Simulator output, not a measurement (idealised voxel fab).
process module | voxel air gaps
cross-section cut | 260 nm wide | cells 5 nm
A cross-section is a grid of square cells, given in bands from the top down. A band is one or more rows of cells.
Each band's line starts with the height of the band's top and of its bottom, in nm. Then come its materials from left to right, each with its width in nm. One material with "throughout" fills the band from edge to edge. "air" is empty space.
Height 0 is the level under which the wafer as received is all one material. The lowest band goes on downwards, as in "0 down".
A width such as "30 to 40" changes by the same amount from each row of cells to the next, from the band's top row to its bottom row.
"no change" after a step means that no cell of the cross-section changed.
closed voids: empty space of 8 cells or more with no open way to the top, each as width x height at its distance from the left edge, in nm
after a step's settings: what the simulator itself notes on the step
overlay nm, on a step with a mask: how far to the right of its planned place the mask lay; to the left if negative
plan
1 op RECEIVE | material Si
2 op CONFORMAL_DEP | material SiO2 | thk nm 15
3 op CONFORMAL_DEP | material SiCN | thk nm 5
4 op DIRECTIONAL_DEP | material lowk | thk nm 35
5 op DIRECTIONAL_DEP | material aC | thk nm 15
6 op PATTERN | tone open | mask id LINES | material resist | width nm 25 | pitch nm 50 | thk nm 35 | overlay nm 0
7 op DIRECTIONAL_ETCH | etch materials aC | depth nm 15
8 op STRIP | etch materials resist
9 op DIRECTIONAL_ETCH | etch materials lowk | depth nm 35
10 op STRIP | etch materials aC
11 op CONFORMAL_DEP | material TiN | thk nm 5
12 op FILL_DEP | material Cu | thk nm 5
13 op CMP | height nm 55
14 op EPI | material Ru | thk nm 10
15 op SELECTIVE_ETCH | etch materials lowk | depth nm 45
16 op CONFORMAL_DEP | material SiCN | thk nm 5
first wafer, as planned
as received, after step 1
  0 down: Si throughout
  closed voids: none
after step 2
  15 to 0: SiO2 throughout
  below 0: unchanged
after step 3
  20 to 15: SiCN throughout
  below 15: unchanged
after step 4
  55 to 20: lowk throughout
  below 20: unchanged
after step 5
  70 to 55: aC throughout
  below 55: unchanged
after step 6
  105 to 70: resist 40 | air 25 | resist 25 | air 25 | resist 25 | air 25 | resist 25 | air 25 | resist 45
  below 70: unchanged
after step 7
  90 to 70: resist 40 | air 25 | resist 25 | air 25 | resist 25 | air 25 | resist 25 | air 25 | resist 45
  70 to 55: aC 40 | air 25 | aC 25 | air 25 | aC 25 | air 25 | aC 25 | air 25 | aC 45
  below 55: unchanged
after step 8
  70 to 55: aC 40 | air 25 | aC 25 | air 25 | aC 25 | air 25 | aC 25 | air 25 | aC 45
  below 55: unchanged
after step 9
  70 to 55: aC 40 | air 25 | aC 25 | air 25 | aC 25 | air 25 | aC 25 | air 25 | aC 45
  55 to 20: lowk 40 | air 25 | lowk 25 | air 25 | lowk 25 | air 25 | lowk 25 | air 25 | lowk 45
  below 20: unchanged
after step 10
  55 to 20: lowk 40 | air 25 | lowk 25 | air 25 | lowk 25 | air 25 | lowk 25 | air 25 | lowk 45
  below 20: unchanged
after step 11
  60 to 55: TiN 45 | air 15 | TiN 35 | air 15 | TiN 35 | air 15 | TiN 35 | air 15 | TiN 50
  55 to 25: lowk 40 | TiN 5 | air 15 | TiN 5 | lowk 25 | TiN 5 | air 15 | TiN 5 | lowk 25 | TiN 5 | air 15 | TiN 5 | lowk 25 | TiN 5 | air 15 | TiN 5 | lowk 45
  25 to 20: lowk 40 | TiN 25 | lowk 25 | TiN 25 | lowk 25 | TiN 25 | lowk 25 | TiN 25 | lowk 45
  below 20: unchanged
after step 12
  65 to 60: Cu throughout
  60 to 55: TiN 45 | Cu 15 | TiN 35 | Cu 15 | TiN 35 | Cu 15 | TiN 35 | Cu 15 | TiN 50
  55 to 25: lowk 40 | TiN 5 | Cu 15 | TiN 5 | lowk 25 | TiN 5 | Cu 15 | TiN 5 | lowk 25 | TiN 5 | Cu 15 | TiN 5 | lowk 25 | TiN 5 | Cu 15 | TiN 5 | lowk 45
  below 25: unchanged
after step 13
  55 to 25: lowk 40 | TiN 5 | Cu 15 | TiN 5 | lowk 25 | TiN 5 | Cu 15 | TiN 5 | lowk 25 | TiN 5 | Cu 15 | TiN 5 | lowk 25 | TiN 5 | Cu 15 | TiN 5 | lowk 45
  below 25: unchanged
after step 14
  65 to 55: air 30 | Ru 45 | air 5 | Ru 45 | air 5 | Ru 45 | air 5 | Ru 45 | air 35
  below 55: unchanged
after step 15
  65 to 55: air 30 | Ru 45 | air 5 | Ru 45 | air 5 | Ru 45 | air 5 | Ru 45 | air 35
  55 to 25: air 40 | TiN 5 | Cu 15 | TiN 5 | air 25 | TiN 5 | Cu 15 | TiN 5 | air 25 | TiN 5 | Cu 15 | TiN 5 | air 25 | TiN 5 | Cu 15 | TiN 5 | air 45
  25 to 20: air 40 | TiN 25 | air 25 | TiN 25 | air 25 | TiN 25 | air 25 | TiN 25 | air 45
  below 20: unchanged
after step 16
  70 to 65: air 25 | SiCN 205 | air 30
  65 to 55: air 25 | SiCN 5 | Ru 45 | SiCN 5 | Ru 45 | SiCN 5 | Ru 45 | SiCN 5 | Ru 45 | SiCN 5 | air 30
  55 to 50: air 25 | SiCN 15 | TiN 5 | Cu 15 | TiN 5 | SiCN 25 | TiN 5 | Cu 15 | TiN 5 | SiCN 25 | TiN 5 | Cu 15 | TiN 5 | SiCN 25 | TiN 5 | Cu 15 | TiN 5 | SiCN 15 | air 30
  50 to 25: air 35 | SiCN 5 | TiN 5 | Cu 15 | TiN 5 | SiCN 5 | air 15 | SiCN 5 | TiN 5 | Cu 15 | TiN 5 | SiCN 5 | air 15 | SiCN 5 | TiN 5 | Cu 15 | TiN 5 | SiCN 5 | air 15 | SiCN 5 | TiN 5 | Cu 15 | TiN 5 | SiCN 5 | air 40
  25 to 20: SiCN 40 | TiN 25 | SiCN 25 | TiN 25 | SiCN 25 | TiN 25 | SiCN 25 | TiN 25 | SiCN 45
  below 20: unchanged
  closed voids: 15 x 25 at 70; 15 x 25 at 120; 15 x 25 at 170
second wafer: like start, like plan, one mistake. Through step 5 it matches the first wafer
when step 6 should have ended
  105 to 70: resist 45 | air 25 | resist 25 | air 25 | resist 25 | air 25 | resist 25 | air 25 | resist 40
  below 70: unchanged
when step 7 should have ended
  90 to 70: resist 45 | air 25 | resist 25 | air 25 | resist 25 | air 25 | resist 25 | air 25 | resist 40
  70 to 55: aC 45 | air 25 | aC 25 | air 25 | aC 25 | air 25 | aC 25 | air 25 | aC 40
  below 55: unchanged
when step 8 should have ended
  70 to 55: aC 45 | air 25 | aC 25 | air 25 | aC 25 | air 25 | aC 25 | air 25 | aC 40
  below 55: unchanged
when step 9 should have ended
  70 to 55: aC 45 | air 25 | aC 25 | air 25 | aC 25 | air 25 | aC 25 | air 25 | aC 40
  55 to 20: lowk 45 | air 25 | lowk 25 | air 25 | lowk 25 | air 25 | lowk 25 | air 25 | lowk 40
  below 20: unchanged
when step 10 should have ended
  55 to 20: lowk 45 | air 25 | lowk 25 | air 25 | lowk 25 | air 25 | lowk 25 | air 25 | lowk 40
  below 20: unchanged
when step 11 should have ended
  60 to 55: TiN 50 | air 15 | TiN 35 | air 15 | TiN 35 | air 15 | TiN 35 | air 15 | TiN 45
  55 to 25: lowk 45 | TiN 5 | air 15 | TiN 5 | lowk 25 | TiN 5 | air 15 | TiN 5 | lowk 25 | TiN 5 | air 15 | TiN 5 | lowk 25 | TiN 5 | air 15 | TiN 5 | lowk 40
  25 to 20: lowk 45 | TiN 25 | lowk 25 | TiN 25 | lowk 25 | TiN 25 | lowk 25 | TiN 25 | lowk 40
  below 20: unchanged
when step 12 should have ended
  65 to 60: Cu throughout
  60 to 55: TiN 50 | Cu 15 | TiN 35 | Cu 15 | TiN 35 | Cu 15 | TiN 35 | Cu 15 | TiN 45
  55 to 25: lowk 45 | TiN 5 | Cu 15 | TiN 5 | lowk 25 | TiN 5 | Cu 15 | TiN 5 | lowk 25 | TiN 5 | Cu 15 | TiN 5 | lowk 25 | TiN 5 | Cu 15 | TiN 5 | lowk 40
  below 25: unchanged
when step 13 should have ended
  55 to 25: lowk 45 | TiN 5 | Cu 15 | TiN 5 | lowk 25 | TiN 5 | Cu 15 | TiN 5 | lowk 25 | TiN 5 | Cu 15 | TiN 5 | lowk 25 | TiN 5 | Cu 15 | TiN 5 | lowk 40
  below 25: unchanged
when step 14 should have ended
  65 to 55: air 35 | Ru 45 | air 5 | Ru 45 | air 5 | Ru 45 | air 5 | Ru 45 | air 30
  below 55: unchanged
when step 15 should have ended
  65 to 55: air 35 | Ru 45 | air 5 | Ru 45 | air 5 | Ru 45 | air 5 | Ru 45 | air 30
  55 to 25: air 45 | TiN 5 | Cu 15 | TiN 5 | air 25 | TiN 5 | Cu 15 | TiN 5 | air 25 | TiN 5 | Cu 15 | TiN 5 | air 25 | TiN 5 | Cu 15 | TiN 5 | air 40
  25 to 20: air 45 | TiN 25 | air 25 | TiN 25 | air 25 | TiN 25 | air 25 | TiN 25 | air 40
  below 20: unchanged
when step 16 should have ended
  70 to 65: air 30 | SiCN 205 | air 25
  65 to 55: air 30 | SiCN 5 | Ru 45 | SiCN 5 | Ru 45 | SiCN 5 | Ru 45 | SiCN 5 | Ru 45 | SiCN 5 | air 25
  55 to 50: air 30 | SiCN 15 | TiN 5 | Cu 15 | TiN 5 | SiCN 25 | TiN 5 | Cu 15 | TiN 5 | SiCN 25 | TiN 5 | Cu 15 | TiN 5 | SiCN 25 | TiN 5 | Cu 15 | TiN 5 | SiCN 15 | air 25
  50 to 25: air 40 | SiCN 5 | TiN 5 | Cu 15 | TiN 5 | SiCN 5 | air 15 | SiCN 5 | TiN 5 | Cu 15 | TiN 5 | SiCN 5 | air 15 | SiCN 5 | TiN 5 | Cu 15 | TiN 5 | SiCN 5 | air 15 | SiCN 5 | TiN 5 | Cu 15 | TiN 5 | SiCN 5 | air 35
  25 to 20: SiCN 45 | TiN 25 | SiCN 25 | TiN 25 | SiCN 25 | TiN 25 | SiCN 25 | TiN 25 | SiCN 40
  below 20: unchanged
  closed voids: 15 x 25 at 75; 15 x 25 at 125; 15 x 25 at 175
what went wrong: step 6 ran as: op PATTERN | tone open | mask id LINES | material resist | width nm 25 | pitch nm 50 | thk nm 35 | overlay nm 5
at the end the second wafer has, in cells: as many of each material as the first, in other places
